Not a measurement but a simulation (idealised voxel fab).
process module | voxel plated lines
cross-section cut | 185 nm wide | cells 5 nm
A cross-section is a grid of square cells, given in bands from the top down. A band is one or more rows of cells.
Each band's line starts with the height of the band's top and of its bottom, in nm. Then come its materials from left to right, each with its width in nm. One material with "throughout" fills the band from edge to edge. "air" is empty space.
Height 0 is the level under which the wafer as received is all one material. The lowest band goes on downwards, as in "0 down".
A width such as "30 to 40" changes by the same amount from each row of cells to the next, from the band's top row to its bottom row.
"no change" after a step means that no cell of the cross-section changed.
closed voids: empty space of 8 cells or more with no open way to the top, each as width x height at its distance from the left edge, in nm
after a step's settings: what the simulator itself notes on the step
overlay nm, on a step with a mask: how far to the right of its planned place the mask lay; to the left if negative
plan
1 op RECEIVE | material Si
2 op CONFORMAL_DEP | material Al2O3 | thk nm 15
3 op DIRECTIONAL_DEP | material TiN | thk nm 5
4 op PATTERN | tone open | mask id LINES | material resist | width nm 20 | pitch nm 35 | thk nm 15 | overlay nm 0
5 op EPI | material Ru | thk nm 5
6 op STRIP | etch materials resist
7 op DIRECTIONAL_ETCH | etch materials TiN | depth nm 5
8 op CONFORMAL_DEP | material SiO2 | thk nm 5
as received, after step 1
  0 down: Si throughout
  closed voids: none
a wafer at the end: this start, this plan, one mistake
  30 to 25: SiO2 50 | air 10 | SiO2 25 | air 10 | SiO2 25 | air 10 | SiO2 55
  25 to 20: Ru 45 | SiO2 5 | air 10 | SiO2 5 | Ru 15 | SiO2 5 | air 10 | SiO2 5 | Ru 15 | SiO2 5 | air 10 | SiO2 5 | Ru 50
  20 to 15: TiN 45 | SiO2 20 | TiN 15 | SiO2 20 | TiN 15 | SiO2 20 | TiN 50
  15 to 0: Al2O3 throughout
  0 down: Si throughout
  closed voids: none
what went wrong: step 4 ran as: op PATTERN | tone cover | mask id LINES | material resist | width nm 20 | pitch nm 35 | thk nm 15 | overlay nm 0
